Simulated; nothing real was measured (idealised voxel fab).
voxel capacitor over wiring: a process module
Cross-section cut: width 250 nm, square cells of 5 nm.
We lay out every cross-section as a grid of square cells and spell it out in bands from the top down, where one band means one or more rows of cells.
Basically the band line says how high the top is and how high the bottom is, in nm, and then what's in it from left to right, every material with its width in nm. Empty space shows up as "blank", and if a single material carries "edge to edge" it runs the full band edge to edge.
Height datum 0, below which the as-received substrate wafer is one material. Lowest band open at the bottom, running downward: "0 nm and below".
Width "30 to 40": first value at the band's top row of cells, second value at its bottom row, equal change from row to row.
"same as before" after a step means that no cell of the cross-section changed.
Empty spaces counting at least 8 cells and having no open way to the top are listed in "Fully sealed cavities". The notation width x height at distance is used for each, the distance being from the left edge and all three values in nm.
If you see something after the settings on a step's line, that's the simulator's own remark about that step.
"overlay nm" denotes, for a step that has a mask, the displacement of the mask to the right of its planned place, with negative values corresponding to the left.

## Here's what the planned process steps look like
1) RECEIVE,material Si
2) CONFORMAL_DEP,material SiO2,thk nm 10
3) CONFORMAL_DEP,material SiN,thk nm 5
4) DIRECTIONAL_DEP,material lowk,thk nm 20
5) PATTERN,tone open,mask id METAL_1,material resist,width nm 20,pitch nm 90,thk nm 15,overlay nm 0
6) DIRECTIONAL_ETCH,etch materials lowk,depth nm 20
7) DIRECTIONAL_ETCH,etch materials SiN,depth nm 5
8) STRIP,etch materials resist
9) CONFORMAL_DEP,material TiN,thk nm 5
10) FILL_DEP,material Ru,thk nm 10
11) CMP,height nm 35
12) EPI,material Ru,thk nm 5
13) FILL_DEP,material SiCN,thk nm 5
14) DIRECTIONAL_DEP,material SiO2,thk nm 15
15) PATTERN,tone open,mask id PLUG_1,material resist,width nm 15,thk nm 15,overlay nm 0
16) DIRECTIONAL_ETCH,etch materials SiO2,depth nm 15
17) DIRECTIONAL_ETCH,etch materials SiCN,depth nm 5
18) STRIP,etch materials resist
19) EPI,material Ru,thk nm 10
20) EPI,material Ru,thk nm 10
21) DIRECTIONAL_DEP,material TiN,thk nm 10
22) DIRECTIONAL_DEP,material SiN,thk nm 5
23) DIRECTIONAL_DEP,material TiN,thk nm 10
24) PATTERN,tone cover,mask id UPPER_PLATE,material resist,width nm 75,thk nm 20,overlay nm -15
25) DIRECTIONAL_ETCH,etch materials TiN,depth nm 10
26) DIRECTIONAL_ETCH,etch materials SiN,depth nm 5
27) STRIP,etch materials resist
28) PATTERN,tone cover,mask id LOWER_PLATE,material resist,width nm 85,thk nm 15,overlay nm 0
29) DIRECTIONAL_ETCH,etch materials TiN,depth nm 10
30) STRIP,etch materials resist
31) FILL_DEP,material SiO2,thk nm 15
32) CMP,height nm 95
33) PATTERN,tone open,mask id PLUG_2,material resist,width nm 15,thk nm 15,overlay nm 0
34) DIRECTIONAL_ETCH,etch materials SiO2,depth nm 10
35) STRIP,etch materials resist
36) CONFORMAL_DEP,material TiN,thk nm 5
37) FILL_DEP,material Ru,thk nm 5
38) CMP,height nm 95
39) CONFORMAL_DEP,material SiN,thk nm 5
Every wafer here starts from the same state; it is the step 24 overlay nm that distinguishes them, and the value the plan gives belongs to the first wafer.

## Cross-section of the first of several received wafers, showing its state after step 1
- 0 nm and below = Si edge to edge
- Fully sealed cavities: none

## The figure below presents a cross-section of the first of several wafers at the conclusion of the module, following its last step, step 39
- 100 nm to 95 nm = SiN edge to edge
- 95 nm to 90 nm = SiO2 (85), TiN (5), Ru (5), TiN (5), SiO2 (150)
- 90 nm to 85 nm = SiO2 (85), TiN (15), SiO2 (150)
- 85 nm to 75 nm = SiO2 (70), TiN (65), SiO2 (115)
- 75 nm to 70 nm = SiO2 (60), SiN (75), SiO2 (115)
- 70 nm to 60 nm = SiO2 (60), TiN (95), SiO2 (95)
- 60 nm to 45 nm = SiO2 (75), Ru (15), SiO2 (160)
- 45 nm to 40 nm = SiCN (75), Ru (15), SiCN (160)
- 40 nm to 35 nm = SiCN (65), Ru (30), SiCN (60), Ru (30), SiCN (65)
- 35 nm to 15 nm = lowk (70), TiN (5), Ru (10), TiN (5), lowk (70), TiN (5), Ru (10), TiN (5), lowk (70)
- 15 nm to 10 nm = SiN (70), TiN (20), SiN (70), TiN (20), SiN (70)
- 10 nm to 0 nm = SiO2 edge to edge
- 0 nm and below = Si edge to edge
- Fully sealed cavities: none

## Last wafer, end of module, cross-section
- 100 nm to 95 nm = SiN edge to edge
- 95 nm to 90 nm = SiO2 (85), TiN (5), Ru (5), TiN (5), SiO2 (150)
- 90 nm to 85 nm = SiO2 (85), TiN (15), SiO2 (150)
- 85 nm to 75 nm = SiO2 (90), TiN (65), SiO2 (95)
- 75 nm to 70 nm = SiO2 (90), SiN (75), SiO2 (85)
- 70 nm to 60 nm = SiO2 (70), TiN (95), SiO2 (85)
- 60 nm to 45 nm = SiO2 (75), Ru (15), SiO2 (160)
- 45 nm to 40 nm = SiCN (75), Ru (15), SiCN (160)
- 40 nm to 35 nm = SiCN (65), Ru (30), SiCN (60), Ru (30), SiCN (65)
- 35 nm to 15 nm = lowk (70), TiN (5), Ru (10), TiN (5), lowk (70), TiN (5), Ru (10), TiN (5), lowk (70)
- 15 nm to 10 nm = SiN (70), TiN (20), SiN (70), TiN (20), SiN (70)
- 10 nm to 0 nm = SiO2 edge to edge
- 0 nm and below = Si edge to edge
- Fully sealed cavities: none

## Below is a per-wafer table. In it, each row describes the wafer at the end of the module by giving, for each material, the number of cells gained (+) or lost (-) since the wafer was received, and after that the closed voids of the wafer
overlay nm -15 | +41 Ru | +85 SiCN | +107 SiN | +506 SiO2 | +93 TiN | +168 lowk | Fully sealed cavities: none
overlay nm -10 | +41 Ru | +85 SiCN | +107 SiN | +506 SiO2 | +93 TiN | +168 lowk | Fully sealed cavities: none
overlay nm -5 | +41 Ru | +85 SiCN | +107 SiN | +506 SiO2 | +93 TiN | +168 lowk | Fully sealed cavities: none
overlay nm 0 | +41 Ru | +85 SiCN | +107 SiN | +506 SiO2 | +93 TiN | +168 lowk | Fully sealed cavities: none
overlay nm 5 | +41 Ru | +85 SiCN | +107 SiN | +506 SiO2 | +93 TiN | +168 lowk | Fully sealed cavities: none
overlay nm 10 | +41 Ru | +85 SiCN | +107 SiN | +506 SiO2 | +93 TiN | +168 lowk | Fully sealed cavities: none
overlay nm 15 | +41 Ru | +85 SiCN | +107 SiN | +506 SiO2 | +93 TiN | +168 lowk | Fully sealed cavities: none
